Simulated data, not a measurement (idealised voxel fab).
Herein follows the process module entitled voxel trench capacitor.
We display cut, a cross-section 240 nm in width whose square cells are each 5 nm.
Notation: cross-section as square-cell grid; stated in bands, top first, going down; one or more cell rows per band.
Per band: top height and bottom height in nm, followed by the left-to-right materials and their widths in nm; "everywhere" marks a single material spanning edge to edge, "blank" marks empty space.
Counting heights begins at 0, where everything beneath is, in the wafer as received, one material. The lowest band has no bottom; it goes on downwards, as "top 0, no bottom" shows.
A width given as "30 to 40" starts at the first number in the band's top row and ends at the second number in its bottom row, shifting by an equal amount at every step from row to row.
Where the words "nothing different" appear for a step, the cross-section shows no cell changed by that step; every cell remained as before.
So "Closed void entries" is basically the list of trapped voids: any empty space of 8 cells or more that can't reach the top through an opening. They're written width x height at distance, the distance being from the left edge, and it's all nm.
It should be noted that, on the line of a given step, the content following the step's settings is a remark produced by the simulator itself with respect to that step.
Each step line may optionally specify "overlay nm", which for a step with a mask gives the rightward distance between the mask's planned place and where it lay, a negative value indicating the leftward direction.
### This section lists the process steps that were planned
1: RECEIVE,material Si
2: CONFORMAL_DEP,material SiN,thk nm 5
3: DIRECTIONAL_DEP,material aC,thk nm 15
4: PATTERN,tone open,mask id TRENCH,material resist,width nm 25,pitch nm 50,thk nm 30,overlay nm 0
5: DIRECTIONAL_ETCH,etch materials aC,depth nm 15
6: STRIP,etch materials resist
7: DIRECTIONAL_ETCH,etch materials SiN,depth nm 5
8: DIRECTIONAL_ETCH,etch materials Si,depth nm 25
9: STRIP,etch materials aC
10: CONFORMAL_DEP,material SiO2,thk nm 5
11: FILL_DEP,material polySi,thk nm 10
12: CMP,height nm 5
### Delivered wafer in cross-section: state after step 1
* top 0, no bottom: Si everywhere
* Closed void entries: none
### Wafer cross-section at end of module: start and plan as shown above, one execution error
* top 5, bottom 0: 55 nm SiN, 5 nm SiO2, 15 nm SiN, 5 nm SiO2, 25 nm SiN, 5 nm SiO2, 15 nm SiN, 5 nm SiO2, 25 nm SiN, 5 nm SiO2, 15 nm SiN, 5 nm SiO2, 60 nm SiN
* top 0, bottom -20: 55 nm Si, 5 nm SiO2, 15 nm SiN, 5 nm SiO2, 25 nm Si, 5 nm SiO2, 15 nm SiN, 5 nm SiO2, 25 nm Si, 5 nm SiO2, 15 nm SiN, 5 nm SiO2, 60 nm Si
* top -20, bottom -25: 55 nm Si, 25 nm SiO2, 25 nm Si, 25 nm SiO2, 25 nm Si, 25 nm SiO2, 60 nm Si
* top -25, no bottom: Si everywhere
* Closed void entries: none
What broke from the plan during processing? step 11 off recipe, ran as FILL_DEP,material SiN,thk nm 10
